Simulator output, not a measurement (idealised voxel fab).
The process module presented herein is designated voxel self aligned vias.
We display cut, a cross-section 245 nm in width whose square cells are each 5 nm.
Cross-section layout: square cells on a grid; listed as bands, top to bottom; a band spans one or more cell rows.
Within each band entry, the heights of the top and of the bottom of the band appear first, in that order and in nm; the materials of the band then follow from left to right, each with its corresponding width in nm. The designation "throughout" on a single material indicates that it fills the band from edge to edge; the designation "empty" indicates empty space.
Zero point of the height axis is 0; under it, received wafer = one material. Lowest band: continues down indefinitely, "0 and below".
A width such as "30->40" changes by the same amount from each row of cells to the next, from the band's top row to its bottom row.
Where the words "remains unaltered" appear for a step, the cross-section shows no cell changed by that step; every cell remained as before.
For the entry "Enclosed cavities", the listed items are empty spaces with no open way to the top whose size is 8 cells or more; each item follows the pattern width x height at distance, where distance is from the left edge and all three are in nm.
Where a step's line continues beyond its settings, the continuation is a remark by the simulator itself on that step.
overlay nm: where the mask lay relative to plan, measured to the right, on steps with a mask; negatives go left.

The following list gives the planned process steps:
1) RECEIVE,material Si
2) CONFORMAL_DEP,material SiO2,thk nm 10
3) CONFORMAL_DEP,material SiCN,thk nm 5
4) DIRECTIONAL_DEP,material lowk,thk nm 25
5) DIRECTIONAL_DEP,material aC,thk nm 15
6) PATTERN,tone open,mask id LINES,material resist,width nm 25,pitch nm 60,thk nm 35,overlay nm 0
7) DIRECTIONAL_ETCH,etch materials aC,depth nm 15
8) STRIP,etch materials resist
9) DIRECTIONAL_ETCH,etch materials lowk,depth nm 25
10) STRIP,etch materials aC
11) CONFORMAL_DEP,material TiN,thk nm 5
12) FILL_DEP,material W,thk nm 5
13) CMP,height nm 40
14) SELECTIVE_ETCH,etch materials W Ru TiN,depth nm 5
15) FILL_DEP,material SiN,thk nm 10
16) CMP,height nm 40
17) DIRECTIONAL_DEP,material lowk,thk nm 20
18) DIRECTIONAL_DEP,material aC,thk nm 10
19) PATTERN,tone open,mask id VIAS,material resist,width nm 35,pitch nm 60,thk nm 25,overlay nm 0
20) DIRECTIONAL_ETCH,etch materials aC,depth nm 10
21) STRIP,etch materials resist
22) DIRECTIONAL_ETCH,etch materials lowk,depth nm 20
23) DIRECTIONAL_ETCH,etch materials SiN,depth nm 5
24) STRIP,etch materials aC
25) CONFORMAL_DEP,material TiN,thk nm 5
26) FILL_DEP,material Ru,thk nm 10
27) CMP,height nm 60
28) CONFORMAL_DEP,material SiN,thk nm 5

First of two wafers, with the run carried out as planned:

Received-state cross-section, reflecting completion of step 1:
- 0 and below: Si throughout
- Enclosed cavities: none

Once step 2 is through, the wafer looks like this in cross-section:
- 10 down to 0: SiO2 throughout
- All layers under 0 are left as they were.

Once step 3 is through, the wafer looks like this in cross-section:
- 15 down to 10: SiCN throughout
- All layers under 10 are left as they were.

Once step 4 is through, the wafer looks like this in cross-section:
- 40 down to 15: lowk throughout
- All layers under 15 are left as they were.

Once step 5 is through, the wafer looks like this in cross-section:
- 55 down to 40: aC throughout
- All layers under 40 are left as they were.

Once step 6 is through, the wafer looks like this in cross-section:
- 90 down to 55: resist 80  empty 25  resist 35  empty 25  resist 80
- All layers under 55 are left as they were.

Once step 7 is through, the wafer looks like this in cross-section:
- 75 down to 55: resist 80  empty 25  resist 35  empty 25  resist 80
- 55 down to 40: aC 80  empty 25  aC 35  empty 25  aC 80
- All layers under 40 are left as they were.

Once step 8 is through, the wafer looks like this in cross-section:
- 55 down to 40: aC 80  empty 25  aC 35  empty 25  aC 80
- All layers under 40 are left as they were.

Once step 9 is through, the wafer looks like this in cross-section:
- 55 down to 40: aC 80  empty 25  aC 35  empty 25  aC 80
- 40 down to 15: lowk 80  empty 25  lowk 35  empty 25  lowk 80
- All layers under 15 are left as they were.

Once step 10 is through, the wafer looks like this in cross-section:
- 40 down to 15: lowk 80  empty 25  lowk 35  empty 25  lowk 80
- All layers under 15 are left as they were.

Once step 11 is through, the wafer looks like this in cross-section:
- 45 down to 40: TiN 85  empty 15  TiN 45  empty 15  TiN 85
- 40 down to 20: lowk 80  TiN 5  empty 15  TiN 5  lowk 35  TiN 5  empty 15  TiN 5  lowk 80
- 20 down to 15: lowk 80  TiN 25  lowk 35  TiN 25  lowk 80
- All layers under 15 are left as they were.

Once step 12 is through, the wafer looks like this in cross-section:
- 50 down to 45: W throughout
- 45 down to 40: TiN 85  W 15  TiN 45  W 15  TiN 85
- 40 down to 20: lowk 80  TiN 5  W 15  TiN 5  lowk 35  TiN 5  W 15  TiN 5  lowk 80
- All layers under 20 are left as they were.

Once step 13 is through, the wafer looks like this in cross-section:
- 40 down to 20: lowk 80  TiN 5  W 15  TiN 5  lowk 35  TiN 5  W 15  TiN 5  lowk 80
- All layers under 20 are left as they were.

Once step 14 is through, the wafer looks like this in cross-section:
- 40 down to 35: lowk 80  empty 25  lowk 35  empty 25  lowk 80
- All layers under 35 are left as they were.

Once step 15 is through, the wafer looks like this in cross-section:
- 50 down to 40: SiN throughout
- 40 down to 35: lowk 80  SiN 25  lowk 35  SiN 25  lowk 80
- All layers under 35 are left as they were.

Once step 16 is through, the wafer looks like this in cross-section:
- 40 down to 35: lowk 80  SiN 25  lowk 35  SiN 25  lowk 80
- All layers under 35 are left as they were.

Once step 17 is through, the wafer looks like this in cross-section:
- 60 down to 40: lowk throughout
- All layers under 40 are left as they were.

Once step 18 is through, the wafer looks like this in cross-section:
- 70 down to 60: aC throughout
- All layers under 60 are left as they were.

Once step 19 is through, the wafer looks like this in cross-section:
- 95 down to 70: resist 75  empty 35  resist 25  empty 35  resist 75
- All layers under 70 are left as they were.

Once step 20 is through, the wafer looks like this in cross-section:
- 85 down to 70: resist 75  empty 35  resist 25  empty 35  resist 75
- 70 down to 60: aC 75  empty 35  aC 25  empty 35  aC 75
- All layers under 60 are left as they were.

Once step 21 is through, the wafer looks like this in cross-section:
- 70 down to 60: aC 75  empty 35  aC 25  empty 35  aC 75
- All layers under 60 are left as they were.

Once step 22 is through, the wafer looks like this in cross-section:
- 70 down to 60: aC 75  empty 35  aC 25  empty 35  aC 75
- 60 down to 40: lowk 75  empty 35  lowk 25  empty 35  lowk 75
- All layers under 40 are left as they were.

Once step 23 is through, the wafer looks like this in cross-section:
- 70 down to 60: aC 75  empty 35  aC 25  empty 35  aC 75
- 60 down to 40: lowk 75  empty 35  lowk 25  empty 35  lowk 75
- 40 down to 35: lowk 80  empty 25  lowk 35  empty 25  lowk 80
- All layers under 35 are left as they were.

Once step 24 is through, the wafer looks like this in cross-section:
- 60 down to 40: lowk 75  empty 35  lowk 25  empty 35  lowk 75
- All layers under 40 are left as they were.

Once step 25 is through, the wafer looks like this in cross-section:
- 65 down to 60: TiN 80  empty 25  TiN 35  empty 25  TiN 80
- 60 down to 45: lowk 75  TiN 5  empty 25  TiN 5  lowk 25  TiN 5  empty 25  TiN 5  lowk 75
- 45 down to 40: lowk 75  TiN 10  empty 15  TiN 10  lowk 25  TiN 10  empty 15  TiN 10  lowk 75
- 40 down to 35: lowk 80  TiN 25  lowk 35  TiN 25  lowk 80
- All layers under 35 are left as they were.

Once step 26 is through, the wafer looks like this in cross-section:
- 75 down to 65: Ru throughout
- 65 down to 60: TiN 80  Ru 25  TiN 35  Ru 25  TiN 80
- 60 down to 45: lowk 75  TiN 5  Ru 25  TiN 5  lowk 25  TiN 5  Ru 25  TiN 5  lowk 75
- 45 down to 40: lowk 75  TiN 10  Ru 15  TiN 10  lowk 25  TiN 10  Ru 15  TiN 10  lowk 75
- All layers under 40 are left as they were.

Once step 27 is through, the wafer looks like this in cross-section:
- 60 down to 45: lowk 75  TiN 5  Ru 25  TiN 5  lowk 25  TiN 5  Ru 25  TiN 5  lowk 75
- All layers under 45 are left as they were.

Once step 28 is through, the wafer looks like this in cross-section:
- 65 down to 60: SiN throughout
- All layers under 60 are left as they were.

Now the other wafer: same start, same recipe, but we messed up one thing when running it. Up to and including step 11 it's the same as the first one:

Cross-section, second wafer, at the end time the plan gives for step 12:
- 50 down to 45: SiCN throughout
- 45 down to 40: TiN 85  SiCN 15  TiN 45  SiCN 15  TiN 85
- 40 down to 20: lowk 80  TiN 5  SiCN 15  TiN 5  lowk 35  TiN 5  SiCN 15  TiN 5  lowk 80
- All layers under 20 are left as they were.

Cross-section, second wafer, at the end time the plan gives for step 13:
- 40 down to 20: lowk 80  TiN 5  SiCN 15  TiN 5  lowk 35  TiN 5  SiCN 15  TiN 5  lowk 80
- All layers under 20 are left as they were.

Cross-section, second wafer, at the end time the plan gives for step 14:
- 40 down to 35: lowk 80  empty 5  SiCN 15  empty 5  lowk 35  empty 5  SiCN 15  empty 5  lowk 80
- All layers under 35 are left as they were.

Cross-section, second wafer, at the end time the plan gives for step 15:
- 50 down to 40: SiN throughout
- 40 down to 35: lowk 80  SiN 5  SiCN 15  SiN 5  lowk 35  SiN 5  SiCN 15  SiN 5  lowk 80
- All layers under 35 are left as they were.

Cross-section, second wafer, at the end time the plan gives for step 16:
- 40 down to 35: lowk 80  SiN 5  SiCN 15  SiN 5  lowk 35  SiN 5  SiCN 15  SiN 5  lowk 80
- All layers under 35 are left as they were.

Cross-section, second wafer, at the end time the plan gives for step 17:
- 60 down to 40: lowk throughout
- All layers under 40 are left as they were.

Cross-section, second wafer, at the end time the plan gives for step 18:
- 70 down to 60: aC throughout
- All layers under 60 are left as they were.

Cross-section, second wafer, at the end time the plan gives for step 19:
- 95 down to 70: resist 75  empty 35  resist 25  empty 35  resist 75
- All layers under 70 are left as they were.

Cross-section, second wafer, at the end time the plan gives for step 20:
- 85 down to 70: resist 75  empty 35  resist 25  empty 35  resist 75
- 70 down to 60: aC 75  empty 35  aC 25  empty 35  aC 75
- All layers under 60 are left as they were.

Cross-section, second wafer, at the end time the plan gives for step 21:
- 70 down to 60: aC 75  empty 35  aC 25  empty 35  aC 75
- All layers under 60 are left as they were.

Cross-section, second wafer, at the end time the plan gives for step 22:
- 70 down to 60: aC 75  empty 35  aC 25  empty 35  aC 75
- 60 down to 40: lowk 75  empty 35  lowk 25  empty 35  lowk 75
- All layers under 40 are left as they were.

Cross-section, second wafer, at the end time the plan gives for step 23:
- 70 down to 60: aC 75  empty 35  aC 25  empty 35  aC 75
- 60 down to 40: lowk 75  empty 35  lowk 25  empty 35  lowk 75
- 40 down to 35: lowk 80  empty 5  SiCN 15  empty 5  lowk 35  empty 5  SiCN 15  empty 5  lowk 80
- All layers under 35 are left as they were.

Cross-section, second wafer, at the end time the plan gives for step 24:
- 60 down to 40: lowk 75  empty 35  lowk 25  empty 35  lowk 75
- All layers under 40 are left as they were.

Cross-section, second wafer, at the end time the plan gives for step 25:
- 65 down to 60: TiN 80  empty 25  TiN 35  empty 25  TiN 80
- 60 down to 45: lowk 75  TiN 5  empty 25  TiN 5  lowk 25  TiN 5  empty 25  TiN 5  lowk 75
- 45 down to 40: lowk 75  TiN 35  lowk 25  TiN 35  lowk 75
- 40 down to 20: lowk 80  TiN 5  SiCN 15  TiN 5  lowk 35  TiN 5  SiCN 15  TiN 5  lowk 80
- All layers under 20 are left as they were.

Cross-section, second wafer, at the end time the plan gives for step 26:
- 75 down to 65: Ru throughout
- 65 down to 60: TiN 80  Ru 25  TiN 35  Ru 25  TiN 80
- 60 down to 45: lowk 75  TiN 5  Ru 25  TiN 5  lowk 25  TiN 5  Ru 25  TiN 5  lowk 75
- All layers under 45 are left as they were.

Cross-section, second wafer, at the end time the plan gives for step 27:
- 60 down to 45: lowk 75  TiN 5  Ru 25  TiN 5  lowk 25  TiN 5  Ru 25  TiN 5  lowk 75
- All layers under 45 are left as they were.

Cross-section, second wafer, at the end time the plan gives for step 28:
- 65 down to 60: SiN throughout
- All layers under 60 are left as they were.
What was the processing mistake? it should be noted that step 12 was executed with settings other than those planned, the operation and settings actually applied being FILL_DEP,material SiCN,thk nm 5
End check, counted in cells, second wafer has more or fewer of these materials than the first: 6 fewer of Ru | 24 more of SiCN | 18 fewer of W
